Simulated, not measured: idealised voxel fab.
Presented below is a process module, voxel capacitor over wiring.
FYI the section here is cut, 200 nm wide, cells are 5 nm squares.
Think of the cross-section as a grid of square cells. We describe it in bands, top to bottom, and each band covers one or more rows of those cells.
A band entry consists of two parts. The first gives the height of the band's top and the height of its bottom, in nm. The rest lists the band's materials from left to right, each with its width in nm. A single material labelled with the word "everywhere" fills the band from edge to edge, and the word "empty" marks empty space.
Where do heights start? At 0: under that level the wafer as delivered is made of one material only. And the lowest band has no floor; it just carries on downward, as in "0..down".
Width "30..40": first value at the band's top row of cells, second value at its bottom row, equal change from row to row.
For the purposes of this document, the phrase "no alteration" attached to a step denotes that no cell within the cross-section was modified by that step.
Reported under the label "Closed void inventory" are the empty spaces having no open way to the top and comprising 8 cells or more; the notation for each is width x height at distance, in which the distance is measured from the left edge and all three values are in nm.
The remark found on a step's line after its settings is issued by the simulator itself and pertains to that step.
What "overlay nm" on a step's line means: if the step has a mask, that mask lay this far to the right of its planned place, or, when the value is negative, to the left.

-- Process steps - plan
1. RECEIVE, material Si
2. CONFORMAL_DEP, material SiO2, thk nm 15
3. DIRECTIONAL_DEP, material TiN, thk nm 5
4. DIRECTIONAL_DEP, material W, thk nm 25
5. MASKED_ETCH, tone cover, mask id METAL_1, width nm 20, pitch nm 90, etch materials W, depth nm 25, overlay nm 0
6. MASKED_ETCH, tone cover, mask id METAL_1, width nm 20, pitch nm 90, etch materials TiN, depth nm 5, overlay nm 0
7. FILL_DEP, material SiO2, thk nm 10
8. CMP, height nm 45
9. CONFORMAL_DEP, material SiCN, thk nm 5
10. DIRECTIONAL_DEP, material SiO2, thk nm 20
11. DIRECTIONAL_DEP, material aC, thk nm 10
12. PATTERN, tone open, mask id PLUG_1, material resist, width nm 15, thk nm 25, overlay nm 0
13. DIRECTIONAL_ETCH, etch materials aC, depth nm 10
14. STRIP, etch materials resist
15. DIRECTIONAL_ETCH, etch materials SiO2, depth nm 20
16. DIRECTIONAL_ETCH, etch materials SiCN, depth nm 5
17. STRIP, etch materials aC
18. CONFORMAL_DEP, material TiN, thk nm 5
19. FILL_DEP, material W, thk nm 5
20. CMP, height nm 70
21. DIRECTIONAL_DEP, material TiN, thk nm 10
22. DIRECTIONAL_DEP, material HfO2, thk nm 5
23. DIRECTIONAL_DEP, material TiN, thk nm 5
24. DIRECTIONAL_DEP, material aC, thk nm 15
25. PATTERN, tone cover, mask id UPPER_PLATE, material resist, width nm 75, thk nm 30, overlay nm 0
26. DIRECTIONAL_ETCH, etch materials aC, depth nm 15
27. STRIP, etch materials resist
28. DIRECTIONAL_ETCH, etch materials TiN, depth nm 5
29. DIRECTIONAL_ETCH, etch materials HfO2, depth nm 5
30. STRIP, etch materials aC
31. PATTERN, tone cover, mask id LOWER_PLATE, material resist, width nm 85, thk nm 20, overlay nm 0
32. DIRECTIONAL_ETCH, etch materials TiN, depth nm 10
33. STRIP, etch materials resist
34. FILL_DEP, material SiO2, thk nm 20
35. CMP, height nm 105
36. DIRECTIONAL_DEP, material aC, thk nm 15
37. PATTERN, tone open, mask id PLUG_2, material resist, width nm 15, thk nm 35, overlay nm 0
38. DIRECTIONAL_ETCH, etch materials aC, depth nm 15
39. STRIP, etch materials resist
40. DIRECTIONAL_ETCH, etch materials SiO2, depth nm 15
41. STRIP, etch materials aC
42. CONFORMAL_DEP, material TiN, thk nm 5
43. FILL_DEP, material Cu, thk nm 5
44. CMP, height nm 105
45. CONFORMAL_DEP, material SiN, thk nm 5

-- Shown in cross-section is the wafer as received, that is, as it stands after step 1
	0..down | Si everywhere
	Closed void inventory: none

-- Module complete - cross-section of the first of two wafers, run according to plan
	110..105 | SiN everywhere
	105..95 | SiO2 (60), then TiN (5), then Cu (5), then TiN (5), then SiO2 (125)
	95..85 | SiO2 (60..50), then TiN (15..75), then SiO2 (125..75)
	85..80 | SiO2 (50), then HfO2 (75), then SiO2 (75)
	80..70 | SiO2 (45), then TiN (85), then SiO2 (70)
	70..50 | SiO2 (50), then TiN (5), then W (5), then TiN (5), then SiO2 (135)
	50..45 | SiCN (50), then TiN (15), then SiCN (135)
	45..20 | SiO2 (45), then W (20), then SiO2 (70), then W (20), then SiO2 (45)
	20..15 | SiO2 (45), then TiN (20), then SiO2 (70), then TiN (20), then SiO2 (45)
	15..0 | SiO2 everywhere
	0..down | Si everywhere
	Closed void inventory: none

-- Cross-sectional view of the second of two wafers upon completion of the module. This wafer shared its starting condition and process plan with the first; one error was made during its execution
	110..105 | SiN everywhere
	105..95 | SiO2 (60), then TiN (5), then Cu (5), then TiN (5), then SiO2 (125)
	95..85 | SiO2 (60..50), then TiN (15..75), then SiO2 (125..75)
	85..80 | SiO2 (50), then HfO2 (75), then SiO2 (75)
	80..70 | SiO2 (40), then TiN (95), then SiO2 (65)
	70..50 | SiO2 (50), then TiN (5), then W (5), then TiN (5), then SiO2 (135)
	50..45 | SiCN (50), then TiN (15), then SiCN (135)
	45..20 | SiO2 (45), then W (20), then SiO2 (70), then W (20), then SiO2 (45)
	20..15 | SiO2 (45), then TiN (20), then SiO2 (70), then TiN (20), then SiO2 (45)
	15..0 | SiO2 everywhere
	0..down | Si everywhere
	Closed void inventory: none
What went wrong in running the wafer? step 31 off recipe, ran as PATTERN, tone cover, mask id LOWER_PLATE, material resist, width nm 95, thk nm 20, overlay nm 0
Wafer comparison, final, in cells, second relative to first, materials more or fewer: 4 fewer of SiO2, 4 more of TiN
